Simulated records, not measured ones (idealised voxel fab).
Module name: voxel spacer lines (process module)
Displayed cross-section: cut, width of 260 nm, square cells sized 5 nm.
How to read a cross-section here: the picture is a grid of square cells, written as bands going from the top down, and any band can span one or more rows of cells. Each band's line starts with the height of the band's top and of its bottom, in nm. Then come its materials from left to right, each with its width in nm. One material with "everywhere" fills the band from edge to edge. "blank" is empty space. Heights from 0 (as-received wafer is one material below). Bottom band endless downward, as "0 down". The notation "30->40" denotes a width that varies across the rows of cells in the band, beginning at the first number in the top row, finishing at the second number in the bottom row, and changing by an identical amount from each row to the next. What does "changes: none" mean for a step? It means no cell of the cross-section changed in that step. "Cavities, closed" contains a list of empty spaces, each no smaller than 8 cells and without an open way to the top, written in the form width x height at distance with the distance from the left edge and all three in nm. Note: text after step settings on the step line = simulator remark on that step. A step's line can hold "overlay nm"; with a mask on that step, the setting says how far right of the planned place the mask lay, while a negative setting says it lay to the left.

-- The process steps that were planned are listed below
- 1: RECEIVE (material Si)
- 2: CONFORMAL_DEP (material Al2O3; thk nm 5)
- 3: DIRECTIONAL_DEP (material SiN; thk nm 15)
- 4: DIRECTIONAL_DEP (material aC; thk nm 25)
- 5: PATTERN (tone cover; mask id MANDREL; material resist; width nm 20; pitch nm 60; thk nm 35; overlay nm 0)
- 6: DIRECTIONAL_ETCH (etch materials aC; depth nm 25)
- 7: STRIP (etch materials resist)
- 8: CONFORMAL_DEP (material SiO2; thk nm 10)
- 9: DIRECTIONAL_ETCH (etch materials SiO2; depth nm 10)
- 10: STRIP (etch materials aC)
- 11: DIRECTIONAL_ETCH (etch materials SiN; depth nm 15)
- 12: STRIP (etch materials SiO2)

-- This is the cross-section of the wafer as we received it, i.e. after step 1
> 0 down: Si everywhere
> Cavities, closed: none

-- Cross-section: first of two wafers, module finished, run according to plan
> 20 to 5: blank: 80, then SiN: 10, then blank: 20, then SiN: 10, then blank: 20, then SiN: 10, then blank: 20, then SiN: 10, then blank: 80
> 5 to 0: Al2O3 everywhere
> 0 down: Si everywhere
> Cavities, closed: none

-- What the second wafer looks like in cross-section once the module is done. Its start and its plan matched the first wafer's exactly; what differed was one mistake in how it was run
> 35 to 20: blank: 80, then SiN: 10, then blank: 20, then SiN: 10, then blank: 20, then SiN: 10, then blank: 20, then SiN: 10, then blank: 80
> 20 to 5: SiN everywhere
> 5 to 0: Al2O3 everywhere
> 0 down: Si everywhere
> Cavities, closed: none
Error vs. plan: twice, step 3 of the plan was run
Final cells, second wafer relative to first, materials higher or lower: SiN: 156 more
